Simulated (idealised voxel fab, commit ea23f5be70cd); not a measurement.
process module | voxel ribs on slabs
cross-section cut | 255 nm wide | cells 5 nm
A cross-section is a grid of square cells, given in bands from the top down. A band is one or more rows of cells.
Each band's line starts with the height of the band's top and of its bottom, in nm. Then come its materials from left to right, each with its width in nm. One material with "throughout" fills the band from edge to edge. "air" is empty space.
Height 0 is the level under which the wafer as received is all one material. The lowest band goes on downwards, as in "0 down".
A width such as "30 to 40" changes by the same amount from each row of cells to the next, from the band's top row to its bottom row.
"no change" after a step means that no cell of the cross-section changed.
closed voids: empty space of 8 cells or more with no open way to the top, each as width x height at its distance from the left edge, in nm
after a step's settings: what the simulator itself notes on the step
overlay nm, on a step with a mask: how far to the right of its planned place the mask lay; to the left if negative
plan
1 op RECEIVE | material Si
2 op DIRECTIONAL_DEP | material SiO2 | thk nm 30
3 op DIRECTIONAL_DEP | material SiN | thk nm 15
4 op MASKED_ETCH | tone cover | mask id RIB | width nm 20 | etch materials SiN | depth nm 5 | overlay nm 0
5 op PATTERN | tone cover | mask id SLAB | material resist | width nm 70 | thk nm 20 | overlay nm 0
6 op DIRECTIONAL_ETCH | etch materials SiN | depth nm 10
7 op STRIP | etch materials resist
8 op FILL_DEP | material SiO2 | thk nm 25
9 op CMP | height nm 60
10 op DIRECTIONAL_DEP | material W | thk nm 10
11 op DIRECTIONAL_DEP | material aC | thk nm 15
12 op PATTERN | tone cover | mask id HEATER | material resist | width nm 30 | thk nm 35 | overlay nm 0
13 op DIRECTIONAL_ETCH | etch materials aC | depth nm 15
14 op STRIP | etch materials resist
15 op DIRECTIONAL_ETCH | etch materials W | depth nm 10
16 op STRIP | etch materials aC
17 op CONFORMAL_DEP | material SiO2 | thk nm 5
as received, after step 1
  0 down: Si throughout
  closed voids: none
first wafer at the end, as planned
  75 to 70: air 105 | SiO2 40 | air 110
  70 to 65: air 105 | SiO2 5 | W 30 | SiO2 5 | air 110
  65 to 60: SiO2 110 | W 30 | SiO2 115
  60 to 45: SiO2 throughout
  45 to 40: SiO2 115 | SiN 20 | SiO2 120
  40 to 30: SiO2 90 | SiN 70 | SiO2 95
  30 to 0: SiO2 throughout
  0 down: Si throughout
  closed voids: none
second wafer at the end: like start, like plan, one mistake
  70 to 60: air 110 | W 30 | air 115
  60 to 45: SiO2 throughout
  45 to 40: SiO2 115 | SiN 20 | SiO2 120
  40 to 30: SiO2 90 | SiN 70 | SiO2 95
  30 to 0: SiO2 throughout
  0 down: Si throughout
  closed voids: none
what went wrong: step 17 was left out
at the end the second wafer has, in cells: 55 fewer of SiO2
